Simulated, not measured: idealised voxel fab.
Process module name: voxel transistor to metal
Section cut is 300 nm wide and gridded with 5 nm square cells.
Each cross-section below is a grid of square cells, stated as bands in top-down order, with one or more rows of cells making up each band. Within each band entry, the heights of the top and of the bottom of the band appear first, in that order and in nm; the materials of the band then follow from left to right, each with its corresponding width in nm. The designation "everywhere" on a single material indicates that it fills the band from edge to edge; the designation "blank" indicates empty space. Heights from 0 (as-received wafer is one material below). Bottom band endless downward, as "0 down". The notation "30 to 40" denotes a width that varies across the rows of cells in the band, beginning at the first number in the top row, finishing at the second number in the bottom row, and changing by an identical amount from each row to the next. What does "same as before" mean for a step? It means no cell of the cross-section changed in that step. This entry, "Sealed voids", enumerates those empty regions of no fewer than 8 cells that possess no open connection to the top. Each region is reported in the form width x height at distance, the distance being taken from the left edge, with all three quantities expressed in nm. Note: text after step settings on the step line = simulator remark on that step. On any step carrying a mask, the "overlay nm" setting, if present on the step's line, tells how far right of its planned place the mask lay; negative values point to the left.
Set out below are the planned steps of the process
step 1: RECEIVE,material Si
step 2: CONFORMAL_DEP,material SiO2,thk nm 5
step 3: CONFORMAL_DEP,material SiN,thk nm 15
step 4: MASKED_ETCH,tone cover,mask id ACTIVE,width nm 105,pitch nm 125,etch materials SiN,depth nm 15,overlay nm 0
step 5: MASKED_ETCH,tone cover,mask id ACTIVE,width nm 105,pitch nm 125,etch materials SiO2,depth nm 5,overlay nm 0
step 6: MASKED_ETCH,tone cover,mask id ACTIVE,width nm 105,pitch nm 125,etch materials Si,depth nm 30,overlay nm 0
step 7: OXIDIZE,depth nm 5
step 8: FILL_DEP,material SiO2,thk nm 15
step 9: CMP,height nm 20
step 10: SELECTIVE_ETCH,etch materials SiO2,depth nm 10
step 11: STRIP,etch materials SiN
step 12: SELECTIVE_ETCH,etch materials SiO2,depth nm 5
step 13: OXIDIZE,depth nm 5
step 14: DIRECTIONAL_DEP,material polySi,thk nm 30
step 15: DIRECTIONAL_DEP,material SiCN,thk nm 15
step 16: DIRECTIONAL_DEP,material aC,thk nm 10
step 17: PATTERN,tone cover,mask id GATE,material resist,width nm 25,pitch nm 125,thk nm 25,overlay nm 0
step 18: DIRECTIONAL_ETCH,etch materials aC,depth nm 10
step 19: STRIP,etch materials resist
step 20: DIRECTIONAL_ETCH,etch materials SiCN,depth nm 25
step 21: DIRECTIONAL_ETCH,etch materials polySi,depth nm 40
step 22: STRIP,etch materials aC
step 23: CONFORMAL_DEP,material SiN,thk nm 5
step 24: DIRECTIONAL_ETCH,etch materials SiN,depth nm 5
step 25: DIRECTIONAL_ETCH,etch materials SiO2,depth nm 5
step 26: DIRECTIONAL_ETCH,etch materials Si,depth nm 15
step 27: EPI,material pSi,thk nm 20
step 28: FILL_DEP,material SiO2,thk nm 5
step 29: CMP,height nm 30
step 30: STRIP,etch materials polySi
step 31: SELECTIVE_ETCH,etch materials SiO2,depth nm 5
step 32: CONFORMAL_DEP,material HfO2,thk nm 5
step 33: CONFORMAL_DEP,material TiN,thk nm 5
step 34: FILL_DEP,material W,thk nm 5
step 35: CMP,height nm 25
step 36: DIRECTIONAL_DEP,material SiO2,thk nm 10
step 37: DIRECTIONAL_DEP,material aC,thk nm 10
step 38: PATTERN,tone open,mask id CONTACT,material resist,width nm 20,thk nm 25,overlay nm 0
step 39: DIRECTIONAL_ETCH,etch materials aC,depth nm 10
step 40: STRIP,etch materials resist
step 41: DIRECTIONAL_ETCH,etch materials SiO2,depth nm 35
step 42: STRIP,etch materials aC
step 43: CONFORMAL_DEP,material TiN,thk nm 5
step 44: FILL_DEP,material Ru,thk nm 10
step 45: CMP,height nm 35
step 46: DIRECTIONAL_DEP,material TiN,thk nm 5
step 47: DIRECTIONAL_DEP,material Ru,thk nm 15
step 48: MASKED_ETCH,tone cover,mask id METAL_1,width nm 20,etch materials Ru,depth nm 15,overlay nm 0
step 49: MASKED_ETCH,tone cover,mask id METAL_1,width nm 15,etch materials TiN,depth nm 5,overlay nm 0
step 50: CONFORMAL_DEP,material SiN,thk nm 5
step 51: FILL_DEP,material SiO2,thk nm 10
step 52: CMP,height nm 55
step 53: CONFORMAL_DEP,material SiCN,thk nm 5
step 54: DIRECTIONAL_DEP,material lowk,thk nm 30
step 55: DIRECTIONAL_DEP,material aC,thk nm 10
step 56: PATTERN,tone open,mask id METAL_2_HOLES,material resist,width nm 15,pitch nm 125,thk nm 30,overlay nm 0
step 57: DIRECTIONAL_ETCH,etch materials aC,depth nm 10
step 58: STRIP,etch materials resist
step 59: DIRECTIONAL_ETCH,etch materials lowk,depth nm 30
step 60: STRIP,etch materials aC
step 61: PATTERN,tone open,mask id METAL_2,material resist,width nm 20,pitch nm 125,thk nm 20,overlay nm 0
step 62: DIRECTIONAL_ETCH,etch materials lowk,depth nm 15
step 63: DIRECTIONAL_ETCH,etch materials SiCN,depth nm 5
step 64: STRIP,etch materials resist
step 65: CONFORMAL_DEP,material TiN,thk nm 5
step 66: FILL_DEP,material Cu,thk nm 10
step 67: CMP,height nm 90
step 68: CONFORMAL_DEP,material SiCN,thk nm 5
Don't read the plan's width nm for step 49 as applying to every wafer: that's the first wafer's value, and the wafers differ in it, though they all start identical.
As received, i.e. after step 1: cross-section through the first of several wafers
> 0 down  Si everywhere
> Sealed voids: none
Per wafer (row), end of module: delta in cells per material since receipt, (+) for gained, (-) for lost; closed voids after that
width nm 15, +16 Cu, +34 HfO2, +72 Ru, -264 Si, +114 SiCN, +92 SiN, +468 SiO2, +134 TiN, +8 W, +318 lowk, +148 pSi, Sealed voids: none
width nm 20, +16 Cu, +34 HfO2, +72 Ru, -264 Si, +114 SiCN, +92 SiN, +468 SiO2, +134 TiN, +8 W, +318 lowk, +148 pSi, Sealed voids: none
width nm 25, +16 Cu, +34 HfO2, +72 Ru, -264 Si, +114 SiCN, +92 SiN, +464 SiO2, +138 TiN, +8 W, +318 lowk, +148 pSi, Sealed voids: none
width nm 30, +16 Cu, +34 HfO2, +72 Ru, -264 Si, +114 SiCN, +92 SiN, +460 SiO2, +142 TiN, +8 W, +318 lowk, +148 pSi, Sealed voids: none
width nm 35, +16 Cu, +34 HfO2, +72 Ru, -264 Si, +114 SiCN, +92 SiN, +456 SiO2, +146 TiN, +8 W, +318 lowk, +148 pSi, Sealed voids: none
